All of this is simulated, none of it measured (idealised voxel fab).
A process module follows: voxel ribs on slabs.
Cross-sectional view cut (width: 215 nm; square cell size: 5 nm).
Square cells in a grid make up a cross-section in this document, and the grid is given as bands, listed from the top down, each one or more rows of cells. Look at the band entry: it leads with the top's height and the bottom's height in nm. Then it lists the materials left to right, with a width in nm for each. The word "everywhere" on a single material says that material fills the band edge to edge. The word "air" is empty space. Heights are expressed relative to 0, this being the level below which the as-received wafer comprises one material exclusively. The lowest band is unbounded in the downward direction and is denoted as in "top 0, no bottom". The width entry "30->40" should be interpreted row by row: the top row of cells in the band takes the first number, the bottom row takes the second number, and the change between adjacent rows is uniform throughout. "remained unchanged", as given for a step, is the statement that not any cell of the cross-section underwent a change during that step. Closed-off voids of 8+ cells (no open route to the top) go in "Unvented internal voids", written width x height at distance from the left edge, in nm. If you see something after the settings on a step's line, that's the simulator's own remark about that step. "overlay nm", when on a step's line for a step with a mask, measures how far to the right of its planned place the mask lay; a negative measure means to the left.

### Planned process steps
1) op RECEIVE | material Si
2) op DIRECTIONAL_DEP | material SiO2 | thk nm 30
3) op DIRECTIONAL_DEP | material polySi | thk nm 25
4) op DIRECTIONAL_DEP | material aC | thk nm 15
5) op PATTERN | tone cover | mask id RIB | material resist | width nm 15 | thk nm 35 | overlay nm 0
6) op DIRECTIONAL_ETCH | etch materials aC | depth nm 15
7) op STRIP | etch materials resist
8) op DIRECTIONAL_ETCH | etch materials polySi | depth nm 20
9) op STRIP | etch materials aC
10) op DIRECTIONAL_DEP | material aC | thk nm 10
11) op PATTERN | tone cover | mask id SLAB | material resist | width nm 55 | thk nm 30 | overlay nm 0
12) op DIRECTIONAL_ETCH | etch materials aC | depth nm 10
13) op STRIP | etch materials resist
14) op DIRECTIONAL_ETCH | etch materials polySi | depth nm 5
15) op STRIP | etch materials aC
16) op FILL_DEP | material SiO2 | thk nm 25
17) op CMP | height nm 70
18) op DIRECTIONAL_DEP | material W | thk nm 5
19) op MASKED_ETCH | tone cover | mask id HEATER | width nm 25 | etch materials W | depth nm 5 | overlay nm 0
20) op CONFORMAL_DEP | material SiN | thk nm 5

### Cross-section: wafer on arrival = after step 1
	top 0, no bottom | Si everywhere
	Unvented internal voids: none

### One mistake in running the module, otherwise start and plan as above: cross-section at the end
	top 90, bottom 85 | 80 nm air, then 55 nm SiN, then 80 nm air
	top 85, bottom 75 | SiN everywhere
	top 75, bottom 70 | 95 nm SiN, then 25 nm W, then 95 nm SiN
	top 70, bottom 55 | SiO2 everywhere
	top 55, bottom 35 | 100 nm SiO2, then 15 nm polySi, then 100 nm SiO2
	top 35, bottom 30 | 80 nm SiO2, then 55 nm polySi, then 80 nm SiO2
	top 30, bottom 0 | SiO2 everywhere
	top 0, no bottom | Si everywhere
	Unvented internal voids: none
Nonconformance to the process plan: step 20 went in with a setting other than planned; the actual run was op CONFORMAL_DEP | material SiN | thk nm 15
